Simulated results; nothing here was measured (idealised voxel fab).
The following is a process module called voxel quadruple lines.
cross-section cut | 260 nm wide | cells 5 nm
Cross-section, as written here: a square-cell grid given band by band from the top down, where a band holds one or more rows of cells.
Quick guide to a band line: top height, bottom height (nm) up front; then every material left to right with its width in nm. Only one material and it's marked "full width"? Then it fills the band edge to edge. And "blank" just means empty space.
It should be noted that heights are counted from 0, beneath which the wafer as supplied is of one material throughout, and that the lowest band possesses no lower boundary but continues downward, as written in "z 0 and below".
Note: "30..40" means the width goes from the first number (top row of the band) to the second number (bottom row) in equal steps per row of cells.
No cell of the cross-section changed in a step that is given as "identical to before".
"Closed empty spaces" enumerates empty spaces isolated from the top, with no open way to it, that contain at least 8 cells, giving each as width x height at distance from the left edge, all three in nm.
Whatever follows a step's settings on its line is a remark the simulator itself makes about that step.
overlay nm, on a step with a mask: how far to the right of its planned place the mask lay; to the left if negative
Pairs ahead. Before: cross-section ahead of one process step. After: cross-section once the step is done, shown to the lowest changed band only. Under each pair: that step, with settings. Caution: pairs may come from different runs of this module on the same starting wafer; a pair follows the pair above only where its "Before the step" entry says so.

-- Before the step
- z 0 and below | Si full width
- Closed empty spaces: none

-- Cut View, Post-Step
- z 5 to 0 | Al2O3 full width
- Below 0, no change.
- Closed empty spaces: none
The transition between the preceding cross-sections is accomplished by op CONFORMAL_DEP | material Al2O3 | thk nm 5

Before the step: Reference is made to the cross-section shown after the step in the pair directly above, which represents the state prior to this step.

-- Cut View, Post-Step
- z 20 to 5 | W full width
- Below 5, no change.
- Closed empty spaces: none
The transition between the preceding cross-sections is accomplished by op DIRECTIONAL_DEP | material W | thk nm 15

Before the step: Reference is made to the cross-section shown after the step in the pair directly above, which represents the state prior to this step.

-- Cut View, Post-Step
- z 40 to 20 | polySi full width
- Below 20, no change.
- Closed empty spaces: none
The transition between the preceding cross-sections is accomplished by op DIRECTIONAL_DEP | material polySi | thk nm 20

Before the step: Reference is made to the cross-section shown after the step in the pair directly above, which represents the state prior to this step.

-- Cut View, Post-Step
- z 60 to 40 | aC full width
- Below 40, no change.
- Closed empty spaces: none
The transition between the preceding cross-sections is accomplished by op DIRECTIONAL_DEP | material aC | thk nm 20

Before the step: Reference is made to the cross-section shown after the step in the pair directly above, which represents the state prior to this step.

-- Cut View, Post-Step
- z 90 to 60 | 120 nm blank; 20 nm resist; 120 nm blank
- Below 60, no change.
- Closed empty spaces: none
The transition between the preceding cross-sections is accomplished by op PATTERN | tone cover | mask id MANDREL | material resist | width nm 20 | thk nm 30 | overlay nm 0

Before the step: Reference is made to the cross-section shown after the step in the pair directly above, which represents the state prior to this step.

-- Cut View, Post-Step
- z 70 to 60 | 120 nm blank; 20 nm resist; 120 nm blank
- z 60 to 40 | 120 nm blank; 20 nm aC; 120 nm blank
- Below 40, no change.
- Closed empty spaces: none
The transition between the preceding cross-sections is accomplished by op DIRECTIONAL_ETCH | etch materials aC | depth nm 20

Before the step: Reference is made to the cross-section shown after the step in the pair directly above, which represents the state prior to this step.

-- Cut View, Post-Step
- z 60 to 40 | 120 nm blank; 20 nm aC; 120 nm blank
- Below 40, no change.
- Closed empty spaces: none
The transition between the preceding cross-sections is accomplished by op STRIP | etch materials resist

Before the step: Reference is made to the cross-section shown after the step in the pair directly above, which represents the state prior to this step.

-- Cut View, Post-Step
- z 70 to 60 | 110 nm blank; 40 nm SiO2; 110 nm blank
- z 60 to 50 | 110 nm blank; 10 nm SiO2; 20 nm aC; 10 nm SiO2; 110 nm blank
- z 50 to 40 | 120 nm SiO2; 20 nm aC; 120 nm SiO2
- Below 40, no change.
- Closed empty spaces: none
The transition between the preceding cross-sections is accomplished by op CONFORMAL_DEP | material SiO2 | thk nm 10

Before the step: Reference is made to the cross-section shown after the step in the pair directly above, which represents the state prior to this step.

-- Cut View, Post-Step
- z 60 to 40 | 110 nm blank; 10 nm SiO2; 20 nm aC; 10 nm SiO2; 110 nm blank
- Below 40, no change.
- Closed empty spaces: none
The transition between the preceding cross-sections is accomplished by op DIRECTIONAL_ETCH | etch materials SiO2 | depth nm 10

Before the step: Reference is made to the cross-section shown after the step in the pair directly above, which represents the state prior to this step.

-- Cut View, Post-Step
- z 60 to 40 | 110 nm blank; 10 nm SiO2; 20 nm blank; 10 nm SiO2; 110 nm blank
- Below 40, no change.
- Closed empty spaces: none
The transition between the preceding cross-sections is accomplished by op STRIP | etch materials aC

Before the step: Reference is made to the cross-section shown after the step in the pair directly above, which represents the state prior to this step.

-- Cut View, Post-Step
- z 60 to 40 | 110 nm blank; 10 nm SiO2; 20 nm blank; 10 nm SiO2; 110 nm blank
- z 40 to 20 | 110 nm blank; 10 nm polySi; 20 nm blank; 10 nm polySi; 110 nm blank
- Below 20, no change.
- Closed empty spaces: none
The transition between the preceding cross-sections is accomplished by op DIRECTIONAL_ETCH | etch materials polySi | depth nm 20

Before the step: Reference is made to the cross-section shown after the step in the pair directly above, which represents the state prior to this step.

-- Cut View, Post-Step
- z 40 to 20 | 110 nm blank; 10 nm polySi; 20 nm blank; 10 nm polySi; 110 nm blank
- Below 20, no change.
- Closed empty spaces: none
The transition between the preceding cross-sections is accomplished by op STRIP | etch materials SiO2

Before the step: Reference is made to the cross-section shown after the step in the pair directly above, which represents the state prior to this step.

-- Cut View, Post-Step
- z 45 to 40 | 105 nm blank; 20 nm SiCN; 10 nm blank; 20 nm SiCN; 105 nm blank
- z 40 to 25 | 105 nm blank; 5 nm SiCN; 10 nm polySi; 5 nm SiCN; 10 nm blank; 5 nm SiCN; 10 nm polySi; 5 nm SiCN; 105 nm blank
- z 25 to 20 | 110 nm SiCN; 10 nm polySi; 20 nm SiCN; 10 nm polySi; 110 nm SiCN
- Below 20, no change.
- Closed empty spaces: none
The transition between the preceding cross-sections is accomplished by op CONFORMAL_DEP | material SiCN | thk nm 5

Before the step: Reference is made to the cross-section shown after the step in the pair directly above, which represents the state prior to this step.

-- Cut View, Post-Step
- z 40 to 20 | 105 nm blank; 5 nm SiCN; 10 nm polySi; 5 nm SiCN; 10 nm blank; 5 nm SiCN; 10 nm polySi; 5 nm SiCN; 105 nm blank
- Below 20, no change.
- Closed empty spaces: none
The transition between the preceding cross-sections is accomplished by op DIRECTIONAL_ETCH | etch materials SiCN | depth nm 5

Before the step: Reference is made to the cross-section shown after the step in the pair directly above, which represents the state prior to this step.

-- Cut View, Post-Step
- z 40 to 20 | 105 nm blank; 5 nm SiCN; 10 nm blank; 5 nm SiCN; 10 nm blank; 5 nm SiCN; 10 nm blank; 5 nm SiCN; 105 nm blank
- Below 20, no change.
- Closed empty spaces: none
The transition between the preceding cross-sections is accomplished by op STRIP | etch materials polySi

Before the step: Reference is made to the cross-section shown after the step in the pair directly above, which represents the state prior to this step.

-- Cut View, Post-Step
- z 40 to 20 | 105 nm blank; 5 nm SiCN; 10 nm blank; 5 nm SiCN; 10 nm blank; 5 nm SiCN; 10 nm blank; 5 nm SiCN; 105 nm blank
- z 20 to 5 | 105 nm blank; 5 nm W; 10 nm blank; 5 nm W; 10 nm blank; 5 nm W; 10 nm blank; 5 nm W; 105 nm blank
- Below 5, no change.
- Closed empty spaces: none
The transition between the preceding cross-sections is accomplished by op DIRECTIONAL_ETCH | etch materials W | depth nm 15

Before the step: Reference is made to the cross-section shown after the step in the pair directly above, which represents the state prior to this step.

-- Cut View, Post-Step
- z 20 to 5 | 105 nm blank; 5 nm W; 10 nm blank; 5 nm W; 10 nm blank; 5 nm W; 10 nm blank; 5 nm W; 105 nm blank
- Below 5, no change.
- Closed empty spaces: none
The transition between the preceding cross-sections is accomplished by op STRIP | etch materials SiCN

-- Before the step
- z 0 and below | Si full width
- Closed empty spaces: none

-- Cut View, Post-Step
- z 15 to 0 | W full width
- Below 0, no change.
- Closed empty spaces: none
The transition between the preceding cross-sections is accomplished by op DIRECTIONAL_DEP | material W | thk nm 15

Before the step: Reference is made to the cross-section shown after the step in the pair directly above, which represents the state prior to this step.

-- Cut View, Post-Step
- z 35 to 15 | polySi full width
- Below 15, no change.
- Closed empty spaces: none
The transition between the preceding cross-sections is accomplished by op DIRECTIONAL_DEP | material polySi | thk nm 20

Before the step: Reference is made to the cross-section shown after the step in the pair directly above, which represents the state prior to this step.

-- Cut View, Post-Step
- z 55 to 35 | aC full width
- Below 35, no change.
- Closed empty spaces: none
The transition between the preceding cross-sections is accomplished by op DIRECTIONAL_DEP | material aC | thk nm 20

Before the step: Reference is made to the cross-section shown after the step in the pair directly above, which represents the state prior to this step.

-- Cut View, Post-Step
- z 85 to 55 | 120 nm blank; 20 nm resist; 120 nm blank
- Below 55, no change.
- Closed empty spaces: none
The transition between the preceding cross-sections is accomplished by op PATTERN | tone cover | mask id MANDREL | material resist | width nm 20 | thk nm 30 | overlay nm 0

Before the step: Reference is made to the cross-section shown after the step in the pair directly above, which represents the state prior to this step.

-- Cut View, Post-Step
- z 65 to 55 | 120 nm blank; 20 nm resist; 120 nm blank
- z 55 to 35 | 120 nm blank; 20 nm aC; 120 nm blank
- Below 35, no change.
- Closed empty spaces: none
The transition between the preceding cross-sections is accomplished by op DIRECTIONAL_ETCH | etch materials aC | depth nm 20

Before the step: Reference is made to the cross-section shown after the step in the pair directly above, which represents the state prior to this step.

-- Cut View, Post-Step
- z 55 to 35 | 120 nm blank; 20 nm aC; 120 nm blank
- Below 35, no change.
- Closed empty spaces: none
The transition between the preceding cross-sections is accomplished by op STRIP | etch materials resist

Before the step: Reference is made to the cross-section shown after the step in the pair directly above, which represents the state prior to this step.

-- Cut View, Post-Step
- z 65 to 55 | 110 nm blank; 40 nm SiO2; 110 nm blank
- z 55 to 45 | 110 nm blank; 10 nm SiO2; 20 nm aC; 10 nm SiO2; 110 nm blank
- z 45 to 35 | 120 nm SiO2; 20 nm aC; 120 nm SiO2
- Below 35, no change.
- Closed empty spaces: none
The transition between the preceding cross-sections is accomplished by op CONFORMAL_DEP | material SiO2 | thk nm 10

Before the step: Reference is made to the cross-section shown after the step in the pair directly above, which represents the state prior to this step.

-- Cut View, Post-Step
- z 55 to 35 | 110 nm blank; 10 nm SiO2; 20 nm aC; 10 nm SiO2; 110 nm blank
- Below 35, no change.
- Closed empty spaces: none
The transition between the preceding cross-sections is accomplished by op DIRECTIONAL_ETCH | etch materials SiO2 | depth nm 10

Before the step: Reference is made to the cross-section shown after the step in the pair directly above, which represents the state prior to this step.

-- Cut View, Post-Step
- z 55 to 35 | 110 nm blank; 10 nm SiO2; 20 nm blank; 10 nm SiO2; 110 nm blank
- Below 35, no change.
- Closed empty spaces: none
The transition between the preceding cross-sections is accomplished by op STRIP | etch materials aC

Before the step: Reference is made to the cross-section shown after the step in the pair directly above, which represents the state prior to this step.

-- Cut View, Post-Step
- z 55 to 35 | 110 nm blank; 10 nm SiO2; 20 nm blank; 10 nm SiO2; 110 nm blank
- z 35 to 15 | 110 nm blank; 10 nm polySi; 20 nm blank; 10 nm polySi; 110 nm blank
- Below 15, no change.
- Closed empty spaces: none
The transition between the preceding cross-sections is accomplished by op DIRECTIONAL_ETCH | etch materials polySi | depth nm 20

Before the step: Reference is made to the cross-section shown after the step in the pair directly above, which represents the state prior to this step.

-- Cut View, Post-Step
- z 35 to 15 | 110 nm blank; 10 nm polySi; 20 nm blank; 10 nm polySi; 110 nm blank
- Below 15, no change.
- Closed empty spaces: none
The transition between the preceding cross-sections is accomplished by op STRIP | etch materials SiO2

Before the step: Reference is made to the cross-section shown after the step in the pair directly above, which represents the state prior to this step.

-- Cut View, Post-Step
- z 40 to 35 | 105 nm blank; 20 nm SiCN; 10 nm blank; 20 nm SiCN; 105 nm blank
- z 35 to 20 | 105 nm blank; 5 nm SiCN; 10 nm polySi; 5 nm SiCN; 10 nm blank; 5 nm SiCN; 10 nm polySi; 5 nm SiCN; 105 nm blank
- z 20 to 15 | 110 nm SiCN; 10 nm polySi; 20 nm SiCN; 10 nm polySi; 110 nm SiCN
- Below 15, no change.
- Closed empty spaces: none
The transition between the preceding cross-sections is accomplished by op CONFORMAL_DEP | material SiCN | thk nm 5

Before the step: Reference is made to the cross-section shown after the step in the pair directly above, which represents the state prior to this step.

-- Cut View, Post-Step
- z 35 to 15 | 105 nm blank; 5 nm SiCN; 10 nm polySi; 5 nm SiCN; 10 nm blank; 5 nm SiCN; 10 nm polySi; 5 nm SiCN; 105 nm blank
- Below 15, no change.
- Closed empty spaces: none
The transition between the preceding cross-sections is accomplished by op DIRECTIONAL_ETCH | etch materials SiCN | depth nm 5

Before the step: Reference is made to the cross-section shown after the step in the pair directly above, which represents the state prior to this step.

-- Cut View, Post-Step
- z 35 to 15 | 105 nm blank; 5 nm SiCN; 10 nm blank; 5 nm SiCN; 10 nm blank; 5 nm SiCN; 10 nm blank; 5 nm SiCN; 105 nm blank
- Below 15, no change.
- Closed empty spaces: none
The transition between the preceding cross-sections is accomplished by op STRIP | etch materials polySi

Before the step: Reference is made to the cross-section shown after the step in the pair directly above, which represents the state prior to this step.

-- Cut View, Post-Step
- z 35 to 15 | 105 nm blank; 5 nm SiCN; 10 nm blank; 5 nm SiCN; 10 nm blank; 5 nm SiCN; 10 nm blank; 5 nm SiCN; 105 nm blank
- z 15 to 0 | 105 nm blank; 5 nm W; 10 nm blank; 5 nm W; 10 nm blank; 5 nm W; 10 nm blank; 5 nm W; 105 nm blank
- Below 0, no change.
- Closed empty spaces: none
The transition between the preceding cross-sections is accomplished by op DIRECTIONAL_ETCH | etch materials W | depth nm 15

Before the step: Reference is made to the cross-section shown after the step in the pair directly above, which represents the state prior to this step.

-- Cut View, Post-Step
- z 15 to 0 | 105 nm blank; 5 nm W; 10 nm blank; 5 nm W; 10 nm blank; 5 nm W; 10 nm blank; 5 nm W; 105 nm blank
- Below 0, no change.
- Closed empty spaces: none
The transition between the preceding cross-sections is accomplished by op STRIP | etch materials SiCN

-- Before the step
- z 20 to 5 | W full width
- z 5 to 0 | Al2O3 full width
- z 0 and below | Si full width
- Closed empty spaces: none

-- Cut View, Post-Step
- z 35 to 5 | W full width
- Below 5, no change.
- Closed empty spaces: none
The transition between the preceding cross-sections is accomplished by op DIRECTIONAL_DEP | material W | thk nm 15

Before the step: Reference is made to the cross-section shown after the step in the pair directly above, which represents the state prior to this step.

-- Cut View, Post-Step
- z 55 to 35 | polySi full width
- Below 35, no change.
- Closed empty spaces: none
The transition between the preceding cross-sections is accomplished by op DIRECTIONAL_DEP | material polySi | thk nm 20

Before the step: Reference is made to the cross-section shown after the step in the pair directly above, which represents the state prior to this step.

-- Cut View, Post-Step
- z 75 to 55 | aC full width
- Below 55, no change.
- Closed empty spaces: none
The transition between the preceding cross-sections is accomplished by op DIRECTIONAL_DEP | material aC | thk nm 20

Before the step: Reference is made to the cross-section shown after the step in the pair directly above, which represents the state prior to this step.

-- Cut View, Post-Step
- z 105 to 75 | 120 nm blank; 20 nm resist; 120 nm blank
- Below 75, no change.
- Closed empty spaces: none
The transition between the preceding cross-sections is accomplished by op PATTERN | tone cover | mask id MANDREL | material resist | width nm 20 | thk nm 30 | overlay nm 0

Before the step: Reference is made to the cross-section shown after the step in the pair directly above, which represents the state prior to this step.

-- Cut View, Post-Step
- z 85 to 75 | 120 nm blank; 20 nm resist; 120 nm blank
- z 75 to 55 | 120 nm blank; 20 nm aC; 120 nm blank
- Below 55, no change.
- Closed empty spaces: none
The transition between the preceding cross-sections is accomplished by op DIRECTIONAL_ETCH | etch materials aC | depth nm 20

Before the step: Reference is made to the cross-section shown after the step in the pair directly above, which represents the state prior to this step.

-- Cut View, Post-Step
- z 75 to 55 | 120 nm blank; 20 nm aC; 120 nm blank
- Below 55, no change.
- Closed empty spaces: none
The transition between the preceding cross-sections is accomplished by op STRIP | etch materials resist

Before the step: Reference is made to the cross-section shown after the step in the pair directly above, which represents the state prior to this step.

-- Cut View, Post-Step
- z 85 to 75 | 110 nm blank; 40 nm SiO2; 110 nm blank
- z 75 to 65 | 110 nm blank; 10 nm SiO2; 20 nm aC; 10 nm SiO2; 110 nm blank
- z 65 to 55 | 120 nm SiO2; 20 nm aC; 120 nm SiO2
- Below 55, no change.
- Closed empty spaces: none
The transition between the preceding cross-sections is accomplished by op CONFORMAL_DEP | material SiO2 | thk nm 10

Before the step: Reference is made to the cross-section shown after the step in the pair directly above, which represents the state prior to this step.

-- Cut View, Post-Step
- z 75 to 55 | 110 nm blank; 10 nm SiO2; 20 nm aC; 10 nm SiO2; 110 nm blank
- Below 55, no change.
- Closed empty spaces: none
The transition between the preceding cross-sections is accomplished by op DIRECTIONAL_ETCH | etch materials SiO2 | depth nm 10

Before the step: Reference is made to the cross-section shown after the step in the pair directly above, which represents the state prior to this step.

-- Cut View, Post-Step
- z 75 to 55 | 110 nm blank; 10 nm SiO2; 20 nm blank; 10 nm SiO2; 110 nm blank
- Below 55, no change.
- Closed empty spaces: none
The transition between the preceding cross-sections is accomplished by op STRIP | etch materials aC

Before the step: Reference is made to the cross-section shown after the step in the pair directly above, which represents the state prior to this step.

-- Cut View, Post-Step
- z 75 to 55 | 110 nm blank; 10 nm SiO2; 20 nm blank; 10 nm SiO2; 110 nm blank
- z 55 to 35 | 110 nm blank; 10 nm polySi; 20 nm blank; 10 nm polySi; 110 nm blank
- Below 35, no change.
- Closed empty spaces: none
The transition between the preceding cross-sections is accomplished by op DIRECTIONAL_ETCH | etch materials polySi | depth nm 20

Before the step: Reference is made to the cross-section shown after the step in the pair directly above, which represents the state prior to this step.

-- Cut View, Post-Step
- z 55 to 35 | 110 nm blank; 10 nm polySi; 20 nm blank; 10 nm polySi; 110 nm blank
- Below 35, no change.
- Closed empty spaces: none
The transition between the preceding cross-sections is accomplished by op STRIP | etch materials SiO2

Before the step: Reference is made to the cross-section shown after the step in the pair directly above, which represents the state prior to this step.

-- Cut View, Post-Step
- z 60 to 55 | 105 nm blank; 20 nm SiCN; 10 nm blank; 20 nm SiCN; 105 nm blank
- z 55 to 40 | 105 nm blank; 5 nm SiCN; 10 nm polySi; 5 nm SiCN; 10 nm blank; 5 nm SiCN; 10 nm polySi; 5 nm SiCN; 105 nm blank
- z 40 to 35 | 110 nm SiCN; 10 nm polySi; 20 nm SiCN; 10 nm polySi; 110 nm SiCN
- Below 35, no change.
- Closed empty spaces: none
The transition between the preceding cross-sections is accomplished by op CONFORMAL_DEP | material SiCN | thk nm 5

Before the step: Reference is made to the cross-section shown after the step in the pair directly above, which represents the state prior to this step.

-- Cut View, Post-Step
- z 55 to 35 | 105 nm blank; 5 nm SiCN; 10 nm polySi; 5 nm SiCN; 10 nm blank; 5 nm SiCN; 10 nm polySi; 5 nm SiCN; 105 nm blank
- Below 35, no change.
- Closed empty spaces: none
The transition between the preceding cross-sections is accomplished by op DIRECTIONAL_ETCH | etch materials SiCN | depth nm 5

Before the step: Reference is made to the cross-section shown after the step in the pair directly above, which represents the state prior to this step.

-- Cut View, Post-Step
- z 55 to 35 | 105 nm blank; 5 nm SiCN; 10 nm blank; 5 nm SiCN; 10 nm blank; 5 nm SiCN; 10 nm blank; 5 nm SiCN; 105 nm blank
- Below 35, no change.
- Closed empty spaces: none
The transition between the preceding cross-sections is accomplished by op STRIP | etch materials polySi

Before the step: Reference is made to the cross-section shown after the step in the pair directly above, which represents the state prior to this step.

-- Cut View, Post-Step
- z 55 to 35 | 105 nm blank; 5 nm SiCN; 10 nm blank; 5 nm SiCN; 10 nm blank; 5 nm SiCN; 10 nm blank; 5 nm SiCN; 105 nm blank
- z 35 to 20 | 105 nm blank; 5 nm W; 10 nm blank; 5 nm W; 10 nm blank; 5 nm W; 10 nm blank; 5 nm W; 105 nm blank
- Below 20, no change.
- Closed empty spaces: none
The transition between the preceding cross-sections is accomplished by op DIRECTIONAL_ETCH | etch materials W | depth nm 15

Before the step: Reference is made to the cross-section shown after the step in the pair directly above, which represents the state prior to this step.

-- Cut View, Post-Step
- z 35 to 20 | 105 nm blank; 5 nm W; 10 nm blank; 5 nm W; 10 nm blank; 5 nm W; 10 nm blank; 5 nm W; 105 nm blank
- Below 20, no change.
- Closed empty spaces: none
The transition between the preceding cross-sections is accomplished by op STRIP | etch materials SiCN

-- Before the step
- z 20 to 5 | W full width
- z 5 to 0 | Al2O3 full width
- z 0 and below | Si full width
- Closed empty spaces: none

-- Cut View, Post-Step
- z 40 to 20 | aC full width
- Below 20, no change.
- Closed empty spaces: none
The transition between the preceding cross-sections is accomplished by op DIRECTIONAL_DEP | material aC | thk nm 20

Before the step: Reference is made to the cross-section shown after the step in the pair directly above, which represents the state prior to this step.

-- Cut View, Post-Step
- z 60 to 40 | polySi full width
- Below 40, no change.
- Closed empty spaces: none
The transition between the preceding cross-sections is accomplished by op DIRECTIONAL_DEP | material polySi | thk nm 20

Before the step: Reference is made to the cross-section shown after the step in the pair directly above, which represents the state prior to this step.

-- Cut View, Post-Step
- z 90 to 60 | 120 nm blank; 20 nm resist; 120 nm blank
- Below 60, no change.
- Closed empty spaces: none
The transition between the preceding cross-sections is accomplished by op PATTERN | tone cover | mask id MANDREL | material resist | width nm 20 | thk nm 30 | overlay nm 0

Before the step: Reference is made to the cross-section shown after the step in the pair directly above, which represents the state prior to this step.

-- Cut View, Post-Step
- z 70 to 60 | 120 nm blank; 20 nm resist; 120 nm blank
- Below 60, no change.
- Closed empty spaces: none
The transition between the preceding cross-sections is accomplished by op DIRECTIONAL_ETCH | etch materials aC | depth nm 20

Before the step: Reference is made to the cross-section shown after the step in the pair directly above, which represents the state prior to this step.

-- Cut View, Post-Step
- z 60 to 40 | polySi full width
- Below 40, no change.
- Closed empty spaces: none
The transition between the preceding cross-sections is accomplished by op STRIP | etch materials resist

Before the step: Reference is made to the cross-section shown after the step in the pair directly above, which represents the state prior to this step.

-- Cut View, Post-Step
- z 70 to 60 | SiO2 full width
- Below 60, no change.
- Closed empty spaces: none
The transition between the preceding cross-sections is accomplished by op CONFORMAL_DEP | material SiO2 | thk nm 10

Before the step: Reference is made to the cross-section shown after the step in the pair directly above, which represents the state prior to this step.

-- Cut View, Post-Step
- z 60 to 40 | polySi full width
- Below 40, no change.
- Closed empty spaces: none
The transition between the preceding cross-sections is accomplished by op DIRECTIONAL_ETCH | etch materials SiO2 | depth nm 10

Before the step: Reference is made to the cross-section shown after the step in the pair directly above, which represents the state prior to this step.

-- Cut View, Post-Step
- z 40 to 20 | aC full width
- Below 20, no change.
- Closed empty spaces: none
The transition between the preceding cross-sections is accomplished by op DIRECTIONAL_ETCH | etch materials polySi | depth nm 20

Before the step: Reference is made to the cross-section shown after the step in the pair directly above, which represents the state prior to this step.

-- Cut View, Post-Step
- z 45 to 40 | SiCN full width
- Below 40, no change.
- Closed empty spaces: none
The transition between the preceding cross-sections is accomplished by op CONFORMAL_DEP | material SiCN | thk nm 5

Before the step: Reference is made to the cross-section shown after the step in the pair directly above, which represents the state prior to this step.

-- Cut View, Post-Step
- z 40 to 20 | aC full width
- Below 20, no change.
- Closed empty spaces: none
The transition between the preceding cross-sections is accomplished by op DIRECTIONAL_ETCH | etch materials SiCN | depth nm 5

-- Before the step
- z 40 to 20 | 105 nm blank; 5 nm SiCN; 10 nm blank; 5 nm SiCN; 10 nm blank; 5 nm SiCN; 10 nm blank; 5 nm SiCN; 105 nm blank
- z 20 to 5 | W full width
- z 5 to 0 | Al2O3 full width
- z 0 and below | Si full width
- Closed empty spaces: none

-- Cut View, Post-Step
- z 40 to 20 | 105 nm blank; 5 nm SiCN; 10 nm blank; 5 nm SiCN; 10 nm blank; 5 nm SiCN; 10 nm blank; 5 nm SiCN; 105 nm blank
- z 20 to 10 | 105 nm blank; 5 nm W; 10 nm blank; 5 nm W; 10 nm blank; 5 nm W; 10 nm blank; 5 nm W; 105 nm blank
- Below 10, no change.
- Closed empty spaces: none
The transition between the preceding cross-sections is accomplished by op DIRECTIONAL_ETCH | etch materials W | depth nm 10

Before the step: Reference is made to the cross-section shown after the step in the pair directly above, which represents the state prior to this step.

-- Cut View, Post-Step
- z 20 to 10 | 105 nm blank; 5 nm W; 10 nm blank; 5 nm W; 10 nm blank; 5 nm W; 10 nm blank; 5 nm W; 105 nm blank
- Below 10, no change.
- Closed empty spaces: none
The transition between the preceding cross-sections is accomplished by op STRIP | etch materials SiCN

-- Before the step
- z 60 to 40 | aC full width
- z 40 to 20 | polySi full width
- z 20 to 5 | W full width
- z 5 to 0 | Al2O3 full width
- z 0 and below | Si full width
- Closed empty spaces: none

-- Cut View, Post-Step
- z 90 to 60 | 125 nm blank; 15 nm resist; 120 nm blank
- Below 60, no change.
- Closed empty spaces: none
The transition between the preceding cross-sections is accomplished by op PATTERN | tone cover | mask id MANDREL | material resist | width nm 15 | thk nm 30 | overlay nm 0

Before the step: Reference is made to the cross-section shown after the step in the pair directly above, which represents the state prior to this step.

-- Cut View, Post-Step
- z 70 to 60 | 125 nm blank; 15 nm resist; 120 nm blank
- z 60 to 40 | 125 nm blank; 15 nm aC; 120 nm blank
- Below 40, no change.
- Closed empty spaces: none
The transition between the preceding cross-sections is accomplished by op DIRECTIONAL_ETCH | etch materials aC | depth nm 20

Before the step: Reference is made to the cross-section shown after the step in the pair directly above, which represents the state prior to this step.

-- Cut View, Post-Step
- z 60 to 40 | 125 nm blank; 15 nm aC; 120 nm blank
- Below 40, no change.
- Closed empty spaces: none
The transition between the preceding cross-sections is accomplished by op STRIP | etch materials resist

Before the step: Reference is made to the cross-section shown after the step in the pair directly above, which represents the state prior to this step.

-- Cut View, Post-Step
- z 70 to 60 | 115 nm blank; 35 nm SiO2; 110 nm blank
- z 60 to 50 | 115 nm blank; 10 nm SiO2; 15 nm aC; 10 nm SiO2; 110 nm blank
- z 50 to 40 | 125 nm SiO2; 15 nm aC; 120 nm SiO2
- Below 40, no change.
- Closed empty spaces: none
The transition between the preceding cross-sections is accomplished by op CONFORMAL_DEP | material SiO2 | thk nm 10

Before the step: Reference is made to the cross-section shown after the step in the pair directly above, which represents the state prior to this step.

-- Cut View, Post-Step
- z 60 to 40 | 115 nm blank; 10 nm SiO2; 15 nm aC; 10 nm SiO2; 110 nm blank
- Below 40, no change.
- Closed empty spaces: none
The transition between the preceding cross-sections is accomplished by op DIRECTIONAL_ETCH | etch materials SiO2 | depth nm 10

Before the step: Reference is made to the cross-section shown after the step in the pair directly above, which represents the state prior to this step.

-- Cut View, Post-Step
- z 60 to 40 | 115 nm blank; 10 nm SiO2; 15 nm blank; 10 nm SiO2; 110 nm blank
- Below 40, no change.
- Closed empty spaces: none
The transition between the preceding cross-sections is accomplished by op STRIP | etch materials aC

Before the step: Reference is made to the cross-section shown after the step in the pair directly above, which represents the state prior to this step.

-- Cut View, Post-Step
- z 60 to 40 | 115 nm blank; 10 nm SiO2; 15 nm blank; 10 nm SiO2; 110 nm blank
- z 40 to 20 | 115 nm blank; 10 nm polySi; 15 nm blank; 10 nm polySi; 110 nm blank
- Below 20, no change.
- Closed empty spaces: none
The transition between the preceding cross-sections is accomplished by op DIRECTIONAL_ETCH | etch materials polySi | depth nm 20

Before the step: Reference is made to the cross-section shown after the step in the pair directly above, which represents the state prior to this step.

-- Cut View, Post-Step
- z 40 to 20 | 115 nm blank; 10 nm polySi; 15 nm blank; 10 nm polySi; 110 nm blank
- Below 20, no change.
- Closed empty spaces: none
The transition between the preceding cross-sections is accomplished by op STRIP | etch materials SiO2

Before the step: Reference is made to the cross-section shown after the step in the pair directly above, which represents the state prior to this step.

-- Cut View, Post-Step
- z 45 to 40 | 110 nm blank; 20 nm SiCN; 5 nm blank; 20 nm SiCN; 105 nm blank
- z 40 to 25 | 110 nm blank; 5 nm SiCN; 10 nm polySi; 5 nm SiCN; 5 nm blank; 5 nm SiCN; 10 nm polySi; 5 nm SiCN; 105 nm blank
- z 25 to 20 | 115 nm SiCN; 10 nm polySi; 15 nm SiCN; 10 nm polySi; 110 nm SiCN
- Below 20, no change.
- Closed empty spaces: none
The transition between the preceding cross-sections is accomplished by op CONFORMAL_DEP | material SiCN | thk nm 5

Before the step: Reference is made to the cross-section shown after the step in the pair directly above, which represents the state prior to this step.

-- Cut View, Post-Step
- z 40 to 20 | 110 nm blank; 5 nm SiCN; 10 nm polySi; 5 nm SiCN; 5 nm blank; 5 nm SiCN; 10 nm polySi; 5 nm SiCN; 105 nm blank
- Below 20, no change.
- Closed empty spaces: none
The transition between the preceding cross-sections is accomplished by op DIRECTIONAL_ETCH | etch materials SiCN | depth nm 5

Before the step: Reference is made to the cross-section shown after the step in the pair directly above, which represents the state prior to this step.

-- Cut View, Post-Step
- z 40 to 20 | 110 nm blank; 5 nm SiCN; 10 nm blank; 5 nm SiCN; 5 nm blank; 5 nm SiCN; 10 nm blank; 5 nm SiCN; 105 nm blank
- Below 20, no change.
- Closed empty spaces: none
The transition between the preceding cross-sections is accomplished by op STRIP | etch materials polySi

Before the step: Reference is made to the cross-section shown after the step in the pair directly above, which represents the state prior to this step.

-- Cut View, Post-Step
- z 40 to 20 | 110 nm blank; 5 nm SiCN; 10 nm blank; 5 nm SiCN; 5 nm blank; 5 nm SiCN; 10 nm blank; 5 nm SiCN; 105 nm blank
- z 20 to 5 | 110 nm blank; 5 nm W; 10 nm blank; 5 nm W; 5 nm blank; 5 nm W; 10 nm blank; 5 nm W; 105 nm blank
- Below 5, no change.
- Closed empty spaces: none
The transition between the preceding cross-sections is accomplished by op DIRECTIONAL_ETCH | etch materials W | depth nm 15

Before the step: Reference is made to the cross-section shown after the step in the pair directly above, which represents the state prior to this step.

-- Cut View, Post-Step
- z 20 to 5 | 110 nm blank; 5 nm W; 10 nm blank; 5 nm W; 5 nm blank; 5 nm W; 10 nm blank; 5 nm W; 105 nm blank
- Below 5, no change.
- Closed empty spaces: none
The transition between the preceding cross-sections is accomplished by op STRIP | etch materials SiCN

-- Before the step
- z 60 to 40 | aC full width
- z 40 to 20 | polySi full width
- z 20 to 5 | W full width
- z 5 to 0 | Al2O3 full width
- z 0 and below | Si full width
- Closed empty spaces: none

-- Cut View, Post-Step
- z 90 to 60 | 115 nm blank; 20 nm resist; 125 nm blank
- Below 60, no change.
- Closed empty spaces: none
The transition between the preceding cross-sections is accomplished by op PATTERN | tone cover | mask id MANDREL | material resist | width nm 20 | thk nm 30 | overlay nm -5
